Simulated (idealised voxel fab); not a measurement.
The process module that follows is named voxel ribs on slabs.
In the cross-section labelled cut, the width is 210 nm and each square cell is 5 nm.
How to read a cross-section here: the picture is a grid of square cells, written as bands going from the top down, and any band can span one or more rows of cells. A band entry consists of two parts. The first gives the height of the band's top and the height of its bottom, in nm. The rest lists the band's materials from left to right, each with its width in nm. A single material labelled with the word "full width" fills the band from edge to edge, and the word "empty" marks empty space. Convention: height 0 is the level below which the wafer, as received, is all one material. The lowest band does not terminate at the bottom but continues downward, represented as "0 nm and below". It should be noted that a width expressed as "30->40" varies in equal increments from row to row of cells within the band, taking the value of the first number at the top row and that of the second number at the bottom row. Given "same as before" for a step, no cell of the cross-section differs between before and after that step. Listed in "Closed cavities": every empty space of 8 or more cells without an open way to the top. Form: width x height at distance, the distance being from the left edge, all in nm. Whatever follows a step's settings on its line is a remark the simulator itself makes about that step. Among the settings permitted on a step's line is "overlay nm"; applied to a step with a mask, it specifies the extent to which the mask lay to the right of its planned position, whereas a negative figure signifies a position to the left.
Listed below are the process steps as planned
1,RECEIVE, material Si
2,DIRECTIONAL_DEP, material SiO2, thk nm 25
3,DIRECTIONAL_DEP, material SiN, thk nm 25
4,DIRECTIONAL_DEP, material aC, thk nm 10
5,PATTERN, tone cover, mask id RIB, material resist, width nm 15, thk nm 25, overlay nm 0
6,DIRECTIONAL_ETCH, etch materials aC, depth nm 10
7,STRIP, etch materials resist
8,DIRECTIONAL_ETCH, etch materials SiN, depth nm 20
9,STRIP, etch materials aC
10,PATTERN, tone cover, mask id SLAB, material resist, width nm 45, thk nm 15, overlay nm 0
11,DIRECTIONAL_ETCH, etch materials SiN, depth nm 5
12,STRIP, etch materials resist
13,FILL_DEP, material SiO2, thk nm 20
14,CMP, height nm 60
15,DIRECTIONAL_DEP, material W, thk nm 10
16,MASKED_ETCH, tone cover, mask id HEATER, width nm 25, etch materials W, depth nm 10, overlay nm 0
17,CONFORMAL_DEP, material SiO2, thk nm 5
Cross-section of the incoming wafer, state after step 1
  0 nm and below  Si full width
  Closed cavities: none
The plan above was carried out on the starting structure above with one mistake, and this cross-section shows the wafer at the end of the module
  75 nm to 70 nm  SiO2 full width
  70 nm to 60 nm  SiN full width
  60 nm to 50 nm  SiO2 full width
  50 nm to 30 nm  SiO2 95, then SiN 15, then SiO2 100
  30 nm to 25 nm  SiO2 80, then SiN 45, then SiO2 85
  25 nm to 0 nm  SiO2 full width
  0 nm and below  Si full width
  Closed cavities: none
Nonconformance to the process plan: step 15 was run on a setting that differed from the plan, and what really ran there is DIRECTIONAL_DEP, material SiN, thk nm 10
